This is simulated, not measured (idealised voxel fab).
The process module presented herein is designated voxel local oxidation.
Each square cell in cross-section cut measures 5 nm, and the section as a whole is 175 nm wide.
A cross-section is a grid of square cells, given in bands from the top down. A band is one or more rows of cells.
Top height, bottom height, nm. Materials left to right, width each, nm. Single material + "everywhere" = fills band edge to edge. "empty" = empty.
The level at which height equals 0 is the one under which the wafer, as it arrives, is entirely one material. No lower edge exists for the bottom band, which continues downward and is notated as in "top 0, no bottom".
Read "30->40" as a graded width: first number on top, second number at the bottom, same change between each pair of neighbouring rows.
Take "nothing got changed" at face value: in the step it is given for, the cross-section changed in none of its cells.
"Enclosed internal voids" means: voids of 8 cells or more that are shut off from the top with no open way through. Written width x height at distance, distance from the left edge, in nm.
Past the settings on a step's line: simulator remark, on that step.
overlay nm: step with mask; distance mask lay right of planned place; negative value = left of planned place.
These are the steps we planned for the process
1. op RECEIVE | material Si
2. op OXIDIZE | depth nm 5
3. op CONFORMAL_DEP | material SiN | thk nm 15
4. op PATTERN | tone cover | mask id ACTIVE | material resist | width nm 105 | thk nm 15 | overlay nm 0
5. op DIRECTIONAL_ETCH | etch materials SiN | depth nm 15
6. op STRIP | etch materials resist
7. op SELECTIVE_ETCH | etch materials SiO2 | depth nm 5
8. op OXIDIZE | depth nm 5
9. op STRIP | etch materials SiN
For clarity, it should be stated that the wafers under discussion commence in an identical condition and differ with respect to the depth nm of step 8, the plan indicating the value that the first wafer had.
After step 1, as received: first of several wafers, cross-section
    top 0, no bottom | Si everywhere
    Enclosed internal voids: none
End of module: cross-section of the first of several wafers after step 9, the last step
    top 0, bottom -5 | empty: 40; SiO2: 95; empty: 40
    top -5, bottom -10 | SiO2: 45; Si: 85; SiO2: 45
    top -10, no bottom | Si everywhere
    Enclosed internal voids: none
The last wafer as seen in cross-section at the end of the module
    top 0, bottom -5 | empty: 40; SiO2: 95; empty: 40
    top -5, bottom -30 | SiO2: 65; Si: 45; SiO2: 65
    top -30, no bottom | Si everywhere
    Enclosed internal voids: none
What follows is a table in which each wafer occupies a row; for the wafer as it stands at the close of the module, the row states, material by material, how many cells have been gained (+) or lost (-) since receipt, and then gives its closed voids
depth nm 5 | -53 Si | +37 SiO2 | Enclosed internal voids: none
depth nm 10 | -75 Si | +59 SiO2 | Enclosed internal voids: none
depth nm 15 | -101 Si | +85 SiO2 | Enclosed internal voids: none
depth nm 20 | -131 Si | +115 SiO2 | Enclosed internal voids: none
depth nm 25 | -165 Si | +149 SiO2 | Enclosed internal voids: none
